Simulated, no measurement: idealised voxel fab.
process module | voxel quadruple lines
cross-section cut | 200 nm wide | cells 5 nm
A cross-section is a grid of square cells, given in bands from the top down. A band is one or more rows of cells.
Each band's line starts with the height of the band's top and of its bottom, in nm. Then come its materials from left to right, each with its width in nm. One material with "throughout" fills the band from edge to edge. "air" is empty space.
Height 0 is the level under which the wafer as received is all one material. The lowest band goes on downwards, as in "0 down".
A width such as "30 to 40" changes by the same amount from each row of cells to the next, from the band's top row to its bottom row.
"no change" after a step means that no cell of the cross-section changed.
closed voids: empty space of 8 cells or more with no open way to the top, each as width x height at its distance from the left edge, in nm
after a step's settings: what the simulator itself notes on the step
overlay nm, on a step with a mask: how far to the right of its planned place the mask lay; to the left if negative
plan
1 op RECEIVE | material Si
2 op CONFORMAL_DEP | material Al2O3 | thk nm 5
3 op DIRECTIONAL_DEP | material Ru | thk nm 10
4 op DIRECTIONAL_DEP | material polySi | thk nm 20
5 op DIRECTIONAL_DEP | material aC | thk nm 20
6 op PATTERN | tone cover | mask id MANDREL | material resist | width nm 20 | pitch nm 60 | thk nm 30 | overlay nm 0
7 op DIRECTIONAL_ETCH | etch materials aC | depth nm 20
8 op STRIP | etch materials resist
9 op CONFORMAL_DEP | material SiO2 | thk nm 10
10 op DIRECTIONAL_ETCH | etch materials SiO2 | depth nm 10
11 op STRIP | etch materials aC
12 op DIRECTIONAL_ETCH | etch materials polySi | depth nm 20
13 op STRIP | etch materials SiO2
14 op CONFORMAL_DEP | material SiN | thk nm 5
15 op DIRECTIONAL_ETCH | etch materials SiN | depth nm 5
16 op STRIP | etch materials polySi
17 op DIRECTIONAL_ETCH | etch materials Ru | depth nm 10
18 op STRIP | etch materials SiN
19 op FILL_DEP | material SiO2 | thk nm 10
20 op CMP | height nm 15
as received, after step 1
  0 down: Si throughout
  closed voids: none
a wafer at the end: this start, this plan, one mistake
  20 to 15: SiO2 throughout
  15 to 5: SiO2 45 | Ru 5 | SiO2 10 | Ru 5 | SiO2 10 | Ru 5 | SiO2 10 | Ru 5 | SiO2 10 | Ru 5 | SiO2 10 | Ru 5 | SiO2 10 | Ru 5 | SiO2 10 | Ru 5 | SiO2 45
  5 to 0: Al2O3 throughout
  0 down: Si throughout
  closed voids: none
what went wrong: step 20 ran as: op CMP | height nm 20
